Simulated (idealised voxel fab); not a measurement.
Proc. module: voxel released beams
Shown is cross-section cut, with a width of 180 nm and square cells of size 5 nm.
Cross-sections here: square-cell grids, written as top-down lists of bands, a band being one or more rows of cells. Heads up on the band format: heights come first, top then bottom, in nm. After that it's the materials left to right, each with its width in nm. A single material flagged "full width" fills the whole band edge to edge, and "blank" means there's empty space there. Height datum 0, below which the as-received substrate wafer is one material. Lowest band open at the bottom, running downward: "top 0, no bottom". It should be noted that a width expressed as "30->40" varies in equal increments from row to row of cells within the band, taking the value of the first number at the top row and that of the second number at the bottom row. "same as before" (step): cross-section cells unchanged, all of them. "Voids, enclosed": empty spaces of 8 cells or more with no open way to the top, each given as width x height at distance, distance from the left edge, all in nm. What comes after the settings on a step's line is commentary from the simulator itself on that step. When a step includes a mask, the "overlay nm" setting on its line states how far to the right of its planned place that mask lay, and negative values state how far to the left.

-- The following list gives the planned process steps
1) op RECEIVE | material Si
2) op CONFORMAL_DEP | material SiN | thk nm 5
3) op DIRECTIONAL_DEP | material SiO2 | thk nm 10
4) op DIRECTIONAL_DEP | material aC | thk nm 15
5) op PATTERN | tone open | mask id ANCHOR | material resist | width nm 40 | thk nm 35 | overlay nm 0
6) op DIRECTIONAL_ETCH | etch materials aC | depth nm 15
7) op STRIP | etch materials resist
8) op DIRECTIONAL_ETCH | etch materials SiO2 | depth nm 10
9) op STRIP | etch materials aC
10) op CONFORMAL_DEP | material W | thk nm 15
11) op DIRECTIONAL_DEP | material aC | thk nm 10
12) op PATTERN | tone cover | mask id BEAM | material resist | width nm 100 | thk nm 25 | overlay nm 0
13) op DIRECTIONAL_ETCH | etch materials aC | depth nm 10
14) op STRIP | etch materials resist
15) op DIRECTIONAL_ETCH | etch materials W | depth nm 15
16) op STRIP | etch materials aC
17) op STRIP | etch materials SiO2

-- Wafer cross-section on receipt, i.e. after step 1
* top 0, no bottom  Si full width
* Voids, enclosed: none

-- As-planned run: cross-section of the first of two wafers at end of module
* top 30, bottom 20  35 blank | 20 W | 10 blank | 70 W | 45 blank
* top 20, bottom 15  35 blank | 100 W | 45 blank
* top 15, bottom 5  40 blank | 40 W | 100 blank
* top 5, bottom 0  SiN full width
* top 0, no bottom  Si full width
* Voids, enclosed: none

-- Cross-section of the latter of the two wafers at module completion. It had an identical start and an identical plan to the former; in running it, one mistake was made
* top 30, bottom 15  35 blank | 100 W | 45 blank
* top 15, bottom 10  SiN full width
* top 10, bottom 0  SiO2 full width
* top 0, no bottom  Si full width
* Voids, enclosed: none
Plan not followed: steps 2 and 3 of the plan were run in the wrong order, each in the other's place
It is noted that, at the conclusion of processing, the second wafer exhibits a higher or lower cell count for certain materials relative to the first: 72 more of SiO2; 12 fewer of W
